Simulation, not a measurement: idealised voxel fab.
Herein follows the process module entitled voxel wiring stack.
Section shown: cut. Width: 280 nm. Cell size: 5 nm, square.
Just so we're on the same page, the cross-sections are grids of square cells, and they're listed out in bands top to bottom, each band one or more rows deep.
Heads up on the band format: heights come first, top then bottom, in nm. After that it's the materials left to right, each with its width in nm. A single material flagged "all across" fills the whole band edge to edge, and "empty" means there's empty space there.
Convention: height 0 is the level below which the wafer, as received, is all one material. The lowest band does not terminate at the bottom but continues downward, represented as "0..down".
Graded width ("30->40"): value in top row of band = first number; value in bottom row = second number; row-to-row change constant.
It should be understood that the words "no alteration", when stated for a given step, signify that the cross-section underwent no change in any of its cells during that step.
Entry "Sealed void list" = empty spaces >= 8 cells with no open way to the top; each as width x height at distance, distance from left edge, all nm.
after a step's settings: what the simulator itself notes on the step
overlay nm: how far to the right of its planned place the mask lay on this masked step (negative: to the left).

SET OUT BELOW ARE THE PLANNED STEPS OF THE PROCESS
1) RECEIVE (material Si)
2) CONFORMAL_DEP (material SiO2; thk nm 10)
3) CONFORMAL_DEP (material SiCN; thk nm 5)
4) DIRECTIONAL_DEP (material SiO2; thk nm 25)
5) MASKED_ETCH (tone open; mask id METAL_1; width nm 30; pitch nm 60; etch materials SiO2; depth nm 25; overlay nm 0)
6) MASKED_ETCH (tone open; mask id METAL_1; width nm 30; pitch nm 60; etch materials SiCN; depth nm 5; overlay nm 0)
7) CONFORMAL_DEP (material TiN; thk nm 5)
8) FILL_DEP (material Cu; thk nm 10)
9) CMP (height nm 40)
10) EPI (material Ru; thk nm 5)
11) FILL_DEP (material SiCN; thk nm 5)
12) DIRECTIONAL_DEP (material lowk; thk nm 15)
13) DIRECTIONAL_DEP (material aC; thk nm 10)
14) PATTERN (tone open; mask id PLUG_1; material resist; width nm 15; pitch nm 60; thk nm 25; overlay nm 0)
15) DIRECTIONAL_ETCH (etch materials aC; depth nm 10)
16) STRIP (etch materials resist)
17) DIRECTIONAL_ETCH (etch materials lowk; depth nm 15)
18) DIRECTIONAL_ETCH (etch materials SiCN; depth nm 5)
19) STRIP (etch materials aC)
20) CONFORMAL_DEP (material TiN; thk nm 5)
21) FILL_DEP (material Cu; thk nm 5)
22) CMP (height nm 65)
23) DIRECTIONAL_DEP (material TiN; thk nm 5)
24) DIRECTIONAL_DEP (material W; thk nm 25)
25) MASKED_ETCH (tone cover; mask id METAL_2; width nm 30; pitch nm 60; etch materials W; depth nm 25; overlay nm 0)
26) MASKED_ETCH (tone cover; mask id METAL_2; width nm 30; pitch nm 60; etch materials TiN; depth nm 5; overlay nm 0)
27) CONFORMAL_DEP (material SiN; thk nm 5)
28) FILL_DEP (material lowk; thk nm 10)
29) CMP (height nm 95)
30) CONFORMAL_DEP (material SiCN; thk nm 5)
31) DIRECTIONAL_DEP (material lowk; thk nm 15)
32) DIRECTIONAL_DEP (material aC; thk nm 15)
33) PATTERN (tone open; mask id PLUG_2; material resist; width nm 15; pitch nm 60; thk nm 35; overlay nm 0)
34) DIRECTIONAL_ETCH (etch materials aC; depth nm 15)
35) STRIP (etch materials resist)
36) DIRECTIONAL_ETCH (etch materials lowk; depth nm 15)
37) DIRECTIONAL_ETCH (etch materials SiCN; depth nm 5)
38) STRIP (etch materials aC)
39) CONFORMAL_DEP (material TiN; thk nm 5)
40) FILL_DEP (material Cu; thk nm 10)
41) CMP (height nm 115)
42) DIRECTIONAL_DEP (material TiN; thk nm 5)
43) DIRECTIONAL_DEP (material W; thk nm 25)
44) DIRECTIONAL_DEP (material aC; thk nm 10)
45) PATTERN (tone cover; mask id METAL_3; material resist; width nm 30; pitch nm 60; thk nm 30; overlay nm 0)
46) DIRECTIONAL_ETCH (etch materials aC; depth nm 10)
47) STRIP (etch materials resist)
48) DIRECTIONAL_ETCH (etch materials W; depth nm 25)
49) DIRECTIONAL_ETCH (etch materials TiN; depth nm 5)
50) STRIP (etch materials aC)
51) FILL_DEP (material lowk; thk nm 10)
52) CMP (height nm 145)
53) CONFORMAL_DEP (material SiN; thk nm 5)

CROSS-SECTION, INCOMING MATERIAL, AFTER STEP 1
* 0..down | Si all across
* Sealed void list: none

HERE'S THE WAFER CUT IN CROSS-SECTION AFTER THE MODULE, STARTED AND PLANNED JUST LIKE ABOVE, EXCEPT ONE THING WAS DONE WRONG IN THE RUN
* 150..145 | SiN all across
* 145..120 | 95 of lowk; 30 of W; 30 of lowk; 30 of W; 95 of lowk
* 120..115 | 95 of lowk; 30 of TiN; 30 of lowk; 30 of TiN; 95 of lowk
* 115..100 | 95 of lowk; 5 of TiN; 5 of Cu; 5 of TiN; 45 of lowk; 5 of TiN; 5 of Cu; 5 of TiN; 110 of lowk
* 100..95 | 95 of SiCN; 15 of TiN; 45 of SiCN; 15 of TiN; 110 of SiCN
* 95..90 | 90 of lowk; 40 of SiN; 20 of lowk; 40 of SiN; 90 of lowk
* 90..65 | 90 of lowk; 5 of SiN; 30 of W; 5 of SiN; 20 of lowk; 5 of SiN; 30 of W; 5 of SiN; 90 of lowk
* 65..60 | 95 of SiN; 30 of TiN; 30 of SiN; 30 of TiN; 95 of SiN
* 60..50 | 95 of lowk; 5 of TiN; 5 of Cu; 5 of TiN; 45 of lowk; 5 of TiN; 5 of Cu; 5 of TiN; 110 of lowk
* 50..45 | 95 of SiCN; 15 of TiN; 45 of SiCN; 15 of TiN; 110 of SiCN
* 45..40 | 90 of SiCN; 40 of Ru; 20 of SiCN; 40 of Ru; 90 of SiCN
* 40..15 | 95 of SiO2; 5 of TiN; 20 of Cu; 5 of TiN; 30 of SiO2; 5 of TiN; 20 of Cu; 5 of TiN; 95 of SiO2
* 15..10 | 95 of SiCN; 30 of TiN; 30 of SiCN; 30 of TiN; 95 of SiCN
* 10..0 | SiO2 all across
* 0..down | Si all across
* Sealed void list: none
What went wrong in running the wafer? planned and actual differ for step 22; actual: CMP (height nm 60)
